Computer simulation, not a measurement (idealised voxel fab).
This section sets out a process module, namely voxel fin reveal.
255 nm wide, 5 nm square cells: that's cross-section cut.
We lay out every cross-section as a grid of square cells and spell it out in bands from the top down, where one band means one or more rows of cells. The entry gives the band's vertical extent as a top height and a bottom height in nm, then its horizontal make-up as materials from left to right, each with a width in nm. "air" stands for empty space; a single material marked "edge to edge" fills the band edge to edge. Heads up on the height convention: 0 is the point under which the incoming wafer is all one material, and the lowest band has no bottom, it just keeps going down, like "0 down". Width "30 to 40": first value at the band's top row of cells, second value at its bottom row, equal change from row to row. "all unchanged" for a step: no cell of the cross-section changed in that step. So "Entrapped void list" is basically the list of trapped voids: any empty space of 8 cells or more that can't reach the top through an opening. They're written width x height at distance, the distance being from the left edge, and it's all nm. Whatever follows a step's settings on its line is a remark the simulator itself makes about that step. overlay nm: mask right of planned place by this much (step with mask). Neg. = left.

# Intended process steps
1. RECEIVE (material Si)
2. CONFORMAL_DEP (material SiN; thk nm 5)
3. PATTERN (tone cover; mask id FINS; material resist; width nm 15; pitch nm 45; thk nm 15; overlay nm 0)
4. DIRECTIONAL_ETCH (etch materials SiN; depth nm 5)
5. DIRECTIONAL_ETCH (etch materials Si; depth nm 30)
6. STRIP (etch materials resist)
7. FILL_DEP (material SiO2; thk nm 5)
8. CMP (height nm 5)
9. SELECTIVE_ETCH (etch materials SiO2; depth nm 15)
10. STRIP (etch materials SiN)

# Incoming wafer in cross-section (state: after step 1)
* 0 down = Si edge to edge
* Entrapped void list: none

# Cross-section at module end, one run error; start and plan unchanged from above
* 0 to -10 = 45 nm air, then 25 nm Si, then 20 nm air, then 25 nm Si, then 20 nm air, then 25 nm Si, then 20 nm air, then 25 nm Si, then 50 nm air
* -10 to -30 = 45 nm SiO2, then 25 nm Si, then 20 nm SiO2, then 25 nm Si, then 20 nm SiO2, then 25 nm Si, then 20 nm SiO2, then 25 nm Si, then 50 nm SiO2
* -30 down = Si edge to edge
* Entrapped void list: none
what went wrong: heads up, step 3 didn't go per plan, it actually ran as PATTERN (tone cover; mask id FINS; material resist; width nm 25; pitch nm 45; thk nm 15; overlay nm 0)
